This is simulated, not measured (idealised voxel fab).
Process module heading - voxel released beams
Each square cell in cross-section cut measures 5 nm, and the section as a whole is 200 nm wide.
Notation: cross-section as square-cell grid; stated in bands, top first, going down; one or more cell rows per band. Look at the band entry: it leads with the top's height and the bottom's height in nm. Then it lists the materials left to right, with a width in nm for each. The word "all across" on a single material says that material fills the band edge to edge. The word "empty" is empty space. Beneath 0, the wafer as received is one material, and that level is where height counting begins. The lowest band goes on downward without a bottom; it is written like "0..down". It should be noted that a width expressed as "30 to 40" varies in equal increments from row to row of cells within the band, taking the value of the first number at the top row and that of the second number at the bottom row. "no alterations made" -> step changed no cross-section cell. Voids not open to the top, 8 cells minimum: see "Fully sealed voids". Written width x height at distance; distance is from the left edge; nm. On each step's line, the part that comes after the settings is the simulator's own comment on the step. For masked steps, "overlay nm" on the step line gives how far right of plan the mask actually lay; a minus sign means it lay to the left.
### Process steps (planned)
1) RECEIVE, material Si
2) CONFORMAL_DEP, material SiN, thk nm 10
3) DIRECTIONAL_DEP, material SiO2, thk nm 10
4) MASKED_ETCH, tone open, mask id ANCHOR, width nm 30, etch materials SiO2, depth nm 10, overlay nm 0
5) CONFORMAL_DEP, material W, thk nm 10
6) DIRECTIONAL_DEP, material aC, thk nm 15
7) PATTERN, tone cover, mask id BEAM, material resist, width nm 90, thk nm 35, overlay nm 0
8) DIRECTIONAL_ETCH, etch materials aC, depth nm 15
9) STRIP, etch materials resist
10) DIRECTIONAL_ETCH, etch materials W, depth nm 10
11) STRIP, etch materials aC
12) STRIP, etch materials SiO2
### Wafer as received: cross-section following step 1
0..down: Si all across
Fully sealed voids: none
### The cross-section shown corresponds to the wafer at the conclusion of the module. The initial structure and the process plan are those presented above; however, one mistake occurred in executing the plan
25..15: 50 to 55 of empty | 10 to 5 of W | 20 of empty | 60 to 5 of W | 60 to 115 of empty
15..10: 55 of empty | 30 of W | 115 of empty
10..0: SiN all across
0..down: Si all across
Fully sealed voids: none
Want to know what went wrong? step 5 ran differently from the plan; actual operation with settings: CONFORMAL_DEP, material W, thk nm 5
